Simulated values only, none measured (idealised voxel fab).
Process module name: voxel tone inversion
Square cell edge 5 nm, section width 250 nm, ID cut.
In what follows, cross-sections appear as grids of square cells, described through bands that run from the top down, where every band is one or more rows of cells. Heads up on the band format: heights come first, top then bottom, in nm. After that it's the materials left to right, each with its width in nm. A single material flagged "all across" fills the whole band edge to edge, and "blank" means there's empty space there. Convention: height 0 is the level below which the wafer, as received, is all one material. The lowest band does not terminate at the bottom but continues downward, represented as "from 0 down". Note: "30..40" means the width goes from the first number (top row of the band) to the second number (bottom row) in equal steps per row of cells. "nothing changed", as given for a step, is the statement that not any cell of the cross-section underwent a change during that step. "Trapped voids" specifies each empty space that is not open to the top and that occupies no fewer than 8 cells, using the form width x height at distance, the distance measured from the left edge and all three quantities in nm. Whatever follows a step's settings on its line is a remark the simulator itself makes about that step. "overlay nm" denotes, for a step that has a mask, the displacement of the mask to the right of its planned place, with negative values corresponding to the left.

Planned step list for the process:
- 1: RECEIVE,material Si
- 2: CONFORMAL_DEP,material SiCN,thk nm 5
- 3: DIRECTIONAL_DEP,material aC,thk nm 20
- 4: PATTERN,tone cover,mask id POSTS,material resist,width nm 15,pitch nm 35,thk nm 30,overlay nm 0
- 5: DIRECTIONAL_ETCH,etch materials aC,depth nm 20
- 6: STRIP,etch materials resist
- 7: FILL_DEP,material lowk,thk nm 10
- 8: CMP,height nm 25
- 9: STRIP,etch materials aC
- 10: CONFORMAL_DEP,material TiN,thk nm 5
- 11: FILL_DEP,material W,thk nm 5
- 12: CMP,height nm 25
- 13: CONFORMAL_DEP,material SiN,thk nm 5

Shown in cross-section is the wafer as received, that is, as it stands after step 1:
> from 0 down: Si all across
> Trapped voids: none

Wafer at module end, in section. Began as above, planned as above, run with one mistake:
> from 30 to 25: SiN all across
> from 25 to 10: W=60  TiN=5  lowk=15  TiN=5  W=10  TiN=5  lowk=15  TiN=5  W=10  TiN=5  lowk=15  TiN=5  W=10  TiN=5  lowk=15  TiN=5  W=60
> from 10 to 5: TiN=65  lowk=15  TiN=20  lowk=15  TiN=20  lowk=15  TiN=20  lowk=15  TiN=65
> from 5 to 0: SiCN all across
> from 0 down: Si all across
> Trapped voids: none
Error vs. plan: step 4 did not happen as planned, as run it was PATTERN,tone open,mask id POSTS,material resist,width nm 15,pitch nm 35,thk nm 30,overlay nm 0
